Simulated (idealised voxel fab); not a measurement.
Process module in this document: voxel quadruple lines
The figure presents cross-section cut, which has a width of 215 nm and is divided into square cells with an edge length of 5 nm.
Just so we're on the same page, the cross-sections are grids of square cells, and they're listed out in bands top to bottom, each band one or more rows deep.
Band: top and bottom heights (nm) first, top before bottom; then materials from left to right, widths in nm. "edge to edge" marks a sole material filling the band edge to edge. "air" denotes empty space.
Note: height 0 marks the level under which the wafer is uniformly one material as received. Lowest band unbounded below, written "0 -> down".
It should be noted that a width expressed as "30 to 40" varies in equal increments from row to row of cells within the band, taking the value of the first number at the top row and that of the second number at the bottom row.
Basically "no modification" means that step didn't change any cell in the cross-section.
Heads up: "Catalogued sealed voids" only lists the empty pockets with no open path to the top that are 8 cells or more, and it writes them as width x height at distance, distance from the left edge, in nm.
Where a step's line continues beyond its settings, the continuation is a remark by the simulator itself on that step.
Among the settings permitted on a step's line is "overlay nm"; applied to a step with a mask, it specifies the extent to which the mask lay to the right of its planned position, whereas a negative figure signifies a position to the left.
[So here's the lineup of process steps we planned]
- 1: RECEIVE, material Si
- 2: CONFORMAL_DEP, material Al2O3, thk nm 5
- 3: DIRECTIONAL_DEP, material TiN, thk nm 10
- 4: DIRECTIONAL_DEP, material polySi, thk nm 15
- 5: DIRECTIONAL_DEP, material aC, thk nm 20
- 6: PATTERN, tone cover, mask id MANDREL, material resist, width nm 35, pitch nm 100, thk nm 25, overlay nm 0
- 7: DIRECTIONAL_ETCH, etch materials aC, depth nm 20
- 8: STRIP, etch materials resist
- 9: CONFORMAL_DEP, material SiO2, thk nm 15
- 10: DIRECTIONAL_ETCH, etch materials SiO2, depth nm 15
- 11: STRIP, etch materials aC
- 12: DIRECTIONAL_ETCH, etch materials polySi, depth nm 15
- 13: STRIP, etch materials SiO2
- 14: CONFORMAL_DEP, material SiCN, thk nm 10
- 15: DIRECTIONAL_ETCH, etch materials SiCN, depth nm 10
- 16: STRIP, etch materials polySi
- 17: DIRECTIONAL_ETCH, etch materials TiN, depth nm 10
- 18: STRIP, etch materials SiCN
- 19: FILL_DEP, material lowk, thk nm 10
- 20: CMP, height nm 15
[Account of the first of two wafers, which was processed as intended]
[Incoming wafer in cross-section (state: after step 1)]
	0 -> down  Si edge to edge
	Catalogued sealed voids: none
[Cross-section of the wafer after step 2]
	5 -> 0  Al2O3 edge to edge
	Whatever lies below 0 is exactly as it was before.
[Cross-section of the wafer after step 3]
	15 -> 5  TiN edge to edge
	Whatever lies below 5 is exactly as it was before.
[Cross-section of the wafer after step 4]
	30 -> 15  polySi edge to edge
	Whatever lies below 15 is exactly as it was before.
[Cross-section of the wafer after step 5]
	50 -> 30  aC edge to edge
	Whatever lies below 30 is exactly as it was before.
[Cross-section of the wafer after step 6]
	75 -> 50  air 40 nm / resist 35 nm / air 65 nm / resist 35 nm / air 40 nm
	Whatever lies below 50 is exactly as it was before.
[Cross-section of the wafer after step 7]
	55 -> 50  air 40 nm / resist 35 nm / air 65 nm / resist 35 nm / air 40 nm
	50 -> 30  air 40 nm / aC 35 nm / air 65 nm / aC 35 nm / air 40 nm
	Whatever lies below 30 is exactly as it was before.
[Cross-section of the wafer after step 8]
	50 -> 30  air 40 nm / aC 35 nm / air 65 nm / aC 35 nm / air 40 nm
	Whatever lies below 30 is exactly as it was before.
[Cross-section of the wafer after step 9]
	65 -> 50  air 25 nm / SiO2 65 nm / air 35 nm / SiO2 65 nm / air 25 nm
	50 -> 45  air 25 nm / SiO2 15 nm / aC 35 nm / SiO2 15 nm / air 35 nm / SiO2 15 nm / aC 35 nm / SiO2 15 nm / air 25 nm
	45 -> 30  SiO2 40 nm / aC 35 nm / SiO2 65 nm / aC 35 nm / SiO2 40 nm
	Whatever lies below 30 is exactly as it was before.
[Cross-section of the wafer after step 10]
	50 -> 30  air 25 nm / SiO2 15 nm / aC 35 nm / SiO2 15 nm / air 35 nm / SiO2 15 nm / aC 35 nm / SiO2 15 nm / air 25 nm
	Whatever lies below 30 is exactly as it was before.
[Cross-section of the wafer after step 11]
	50 -> 30  air 25 nm / SiO2 15 nm / air 35 nm / SiO2 15 nm / air 35 nm / SiO2 15 nm / air 35 nm / SiO2 15 nm / air 25 nm
	Whatever lies below 30 is exactly as it was before.
[Cross-section of the wafer after step 12]
	50 -> 30  air 25 nm / SiO2 15 nm / air 35 nm / SiO2 15 nm / air 35 nm / SiO2 15 nm / air 35 nm / SiO2 15 nm / air 25 nm
	30 -> 15  air 25 nm / polySi 15 nm / air 35 nm / polySi 15 nm / air 35 nm / polySi 15 nm / air 35 nm / polySi 15 nm / air 25 nm
	Whatever lies below 15 is exactly as it was before.
[Cross-section of the wafer after step 13]
	30 -> 15  air 25 nm / polySi 15 nm / air 35 nm / polySi 15 nm / air 35 nm / polySi 15 nm / air 35 nm / polySi 15 nm / air 25 nm
	Whatever lies below 15 is exactly as it was before.
[Cross-section of the wafer after step 14]
	40 -> 30  air 15 nm / SiCN 35 nm / air 15 nm / SiCN 35 nm / air 15 nm / SiCN 35 nm / air 15 nm / SiCN 35 nm / air 15 nm
	30 -> 25  air 15 nm / SiCN 10 nm / polySi 15 nm / SiCN 10 nm / air 15 nm / SiCN 10 nm / polySi 15 nm / SiCN 10 nm / air 15 nm / SiCN 10 nm / polySi 15 nm / SiCN 10 nm / air 15 nm / SiCN 10 nm / polySi 15 nm / SiCN 10 nm / air 15 nm
	25 -> 15  SiCN 25 nm / polySi 15 nm / SiCN 35 nm / polySi 15 nm / SiCN 35 nm / polySi 15 nm / SiCN 35 nm / polySi 15 nm / SiCN 25 nm
	Whatever lies below 15 is exactly as it was before.
[Cross-section of the wafer after step 15]
	30 -> 15  air 15 nm / SiCN 10 nm / polySi 15 nm / SiCN 10 nm / air 15 nm / SiCN 10 nm / polySi 15 nm / SiCN 10 nm / air 15 nm / SiCN 10 nm / polySi 15 nm / SiCN 10 nm / air 15 nm / SiCN 10 nm / polySi 15 nm / SiCN 10 nm / air 15 nm
	Whatever lies below 15 is exactly as it was before.
[Cross-section of the wafer after step 16]
	30 -> 15  air 15 nm / SiCN 10 nm / air 15 nm / SiCN 10 nm / air 15 nm / SiCN 10 nm / air 15 nm / SiCN 10 nm / air 15 nm / SiCN 10 nm / air 15 nm / SiCN 10 nm / air 15 nm / SiCN 10 nm / air 15 nm / SiCN 10 nm / air 15 nm
	Whatever lies below 15 is exactly as it was before.
[Cross-section of the wafer after step 17]
	30 -> 15  air 15 nm / SiCN 10 nm / air 15 nm / SiCN 10 nm / air 15 nm / SiCN 10 nm / air 15 nm / SiCN 10 nm / air 15 nm / SiCN 10 nm / air 15 nm / SiCN 10 nm / air 15 nm / SiCN 10 nm / air 15 nm / SiCN 10 nm / air 15 nm
	15 -> 5  air 15 nm / TiN 10 nm / air 15 nm / TiN 10 nm / air 15 nm / TiN 10 nm / air 15 nm / TiN 10 nm / air 15 nm / TiN 10 nm / air 15 nm / TiN 10 nm / air 15 nm / TiN 10 nm / air 15 nm / TiN 10 nm / air 15 nm
	Whatever lies below 5 is exactly as it was before.
[Cross-section of the wafer after step 18]
	15 -> 5  air 15 nm / TiN 10 nm / air 15 nm / TiN 10 nm / air 15 nm / TiN 10 nm / air 15 nm / TiN 10 nm / air 15 nm / TiN 10 nm / air 15 nm / TiN 10 nm / air 15 nm / TiN 10 nm / air 15 nm / TiN 10 nm / air 15 nm
	Whatever lies below 5 is exactly as it was before.
[Cross-section of the wafer after step 19]
	25 -> 15  lowk edge to edge
	15 -> 5  lowk 15 nm / TiN 10 nm / lowk 15 nm / TiN 10 nm / lowk 15 nm / TiN 10 nm / lowk 15 nm / TiN 10 nm / lowk 15 nm / TiN 10 nm / lowk 15 nm / TiN 10 nm / lowk 15 nm / TiN 10 nm / lowk 15 nm / TiN 10 nm / lowk 15 nm
	Whatever lies below 5 is exactly as it was before.
[Cross-section of the wafer after step 20]
	15 -> 5  lowk 15 nm / TiN 10 nm / lowk 15 nm / TiN 10 nm / lowk 15 nm / TiN 10 nm / lowk 15 nm / TiN 10 nm / lowk 15 nm / TiN 10 nm / lowk 15 nm / TiN 10 nm / lowk 15 nm / TiN 10 nm / lowk 15 nm / TiN 10 nm / lowk 15 nm
	Whatever lies below 5 is exactly as it was before.
[Second wafer, same starting state and plan as the first, one mistake in the run, identical through step 5]
[Cross-section of the second wafer corresponding to the planned conclusion of step 6]
	75 -> 50  air 45 nm / resist 30 nm / air 70 nm / resist 30 nm / air 40 nm
	Whatever lies below 50 is exactly as it was before.
[Cross-section of the second wafer corresponding to the planned conclusion of step 7]
	55 -> 50  air 45 nm / resist 30 nm / air 70 nm / resist 30 nm / air 40 nm
	50 -> 30  air 45 nm / aC 30 nm / air 70 nm / aC 30 nm / air 40 nm
	Whatever lies below 30 is exactly as it was before.
[Cross-section of the second wafer corresponding to the planned conclusion of step 8]
	50 -> 30  air 45 nm / aC 30 nm / air 70 nm / aC 30 nm / air 40 nm
	Whatever lies below 30 is exactly as it was before.
[Cross-section of the second wafer corresponding to the planned conclusion of step 9]
	65 -> 50  air 30 nm / SiO2 60 nm / air 40 nm / SiO2 60 nm / air 25 nm
	50 -> 45  air 30 nm / SiO2 15 nm / aC 30 nm / SiO2 15 nm / air 40 nm / SiO2 15 nm / aC 30 nm / SiO2 15 nm / air 25 nm
	45 -> 30  SiO2 45 nm / aC 30 nm / SiO2 70 nm / aC 30 nm / SiO2 40 nm
	Whatever lies below 30 is exactly as it was before.
[Cross-section of the second wafer corresponding to the planned conclusion of step 10]
	50 -> 30  air 30 nm / SiO2 15 nm / aC 30 nm / SiO2 15 nm / air 40 nm / SiO2 15 nm / aC 30 nm / SiO2 15 nm / air 25 nm
	Whatever lies below 30 is exactly as it was before.
[Cross-section of the second wafer corresponding to the planned conclusion of step 11]
	50 -> 30  air 30 nm / SiO2 15 nm / air 30 nm / SiO2 15 nm / air 40 nm / SiO2 15 nm / air 30 nm / SiO2 15 nm / air 25 nm
	Whatever lies below 30 is exactly as it was before.
[Cross-section of the second wafer corresponding to the planned conclusion of step 12]
	50 -> 30  air 30 nm / SiO2 15 nm / air 30 nm / SiO2 15 nm / air 40 nm / SiO2 15 nm / air 30 nm / SiO2 15 nm / air 25 nm
	30 -> 15  air 30 nm / polySi 15 nm / air 30 nm / polySi 15 nm / air 40 nm / polySi 15 nm / air 30 nm / polySi 15 nm / air 25 nm
	Whatever lies below 15 is exactly as it was before.
[Cross-section of the second wafer corresponding to the planned conclusion of step 13]
	30 -> 15  air 30 nm / polySi 15 nm / air 30 nm / polySi 15 nm / air 40 nm / polySi 15 nm / air 30 nm / polySi 15 nm / air 25 nm
	Whatever lies below 15 is exactly as it was before.
[Cross-section of the second wafer corresponding to the planned conclusion of step 14]
	40 -> 30  air 20 nm / SiCN 35 nm / air 10 nm / SiCN 35 nm / air 20 nm / SiCN 35 nm / air 10 nm / SiCN 35 nm / air 15 nm
	30 -> 25  air 20 nm / SiCN 10 nm / polySi 15 nm / SiCN 10 nm / air 10 nm / SiCN 10 nm / polySi 15 nm / SiCN 10 nm / air 20 nm / SiCN 10 nm / polySi 15 nm / SiCN 10 nm / air 10 nm / SiCN 10 nm / polySi 15 nm / SiCN 10 nm / air 15 nm
	25 -> 15  SiCN 30 nm / polySi 15 nm / SiCN 30 nm / polySi 15 nm / SiCN 40 nm / polySi 15 nm / SiCN 30 nm / polySi 15 nm / SiCN 25 nm
	Whatever lies below 15 is exactly as it was before.
[Cross-section of the second wafer corresponding to the planned conclusion of step 15]
	30 -> 15  air 20 nm / SiCN 10 nm / polySi 15 nm / SiCN 10 nm / air 10 nm / SiCN 10 nm / polySi 15 nm / SiCN 10 nm / air 20 nm / SiCN 10 nm / polySi 15 nm / SiCN 10 nm / air 10 nm / SiCN 10 nm / polySi 15 nm / SiCN 10 nm / air 15 nm
	Whatever lies below 15 is exactly as it was before.
[Cross-section of the second wafer corresponding to the planned conclusion of step 16]
	30 -> 15  air 20 nm / SiCN 10 nm / air 15 nm / SiCN 10 nm / air 10 nm / SiCN 10 nm / air 15 nm / SiCN 10 nm / air 20 nm / SiCN 10 nm / air 15 nm / SiCN 10 nm / air 10 nm / SiCN 10 nm / air 15 nm / SiCN 10 nm / air 15 nm
	Whatever lies below 15 is exactly as it was before.
[Cross-section of the second wafer corresponding to the planned conclusion of step 17]
	30 -> 15  air 20 nm / SiCN 10 nm / air 15 nm / SiCN 10 nm / air 10 nm / SiCN 10 nm / air 15 nm / SiCN 10 nm / air 20 nm / SiCN 10 nm / air 15 nm / SiCN 10 nm / air 10 nm / SiCN 10 nm / air 15 nm / SiCN 10 nm / air 15 nm
	15 -> 5  air 20 nm / TiN 10 nm / air 15 nm / TiN 10 nm / air 10 nm / TiN 10 nm / air 15 nm / TiN 10 nm / air 20 nm / TiN 10 nm / air 15 nm / TiN 10 nm / air 10 nm / TiN 10 nm / air 15 nm / TiN 10 nm / air 15 nm
	Whatever lies below 5 is exactly as it was before.
[Cross-section of the second wafer corresponding to the planned conclusion of step 18]
	15 -> 5  air 20 nm / TiN 10 nm / air 15 nm / TiN 10 nm / air 10 nm / TiN 10 nm / air 15 nm / TiN 10 nm / air 20 nm / TiN 10 nm / air 15 nm / TiN 10 nm / air 10 nm / TiN 10 nm / air 15 nm / TiN 10 nm / air 15 nm
	Whatever lies below 5 is exactly as it was before.
[Cross-section of the second wafer corresponding to the planned conclusion of step 19]
	25 -> 15  lowk edge to edge
	15 -> 5  lowk 20 nm / TiN 10 nm / lowk 15 nm / TiN 10 nm / lowk 10 nm / TiN 10 nm / lowk 15 nm / TiN 10 nm / lowk 20 nm / TiN 10 nm / lowk 15 nm / TiN 10 nm / lowk 10 nm / TiN 10 nm / lowk 15 nm / TiN 10 nm / lowk 15 nm
	Whatever lies below 5 is exactly as it was before.
[Cross-section of the second wafer corresponding to the planned conclusion of step 20]
	15 -> 5  lowk 20 nm / TiN 10 nm / lowk 15 nm / TiN 10 nm / lowk 10 nm / TiN 10 nm / lowk 15 nm / TiN 10 nm / lowk 20 nm / TiN 10 nm / lowk 15 nm / TiN 10 nm / lowk 10 nm / TiN 10 nm / lowk 15 nm / TiN 10 nm / lowk 15 nm
	Whatever lies below 5 is exactly as it was before.
Processing error: heads up, step 6 didn't go per plan, it actually ran as PATTERN, tone cover, mask id MANDREL, material resist, width nm 30, pitch nm 100, thk nm 25, overlay nm 0
Final state: per-material cell counts identical on both wafers; locations differ.
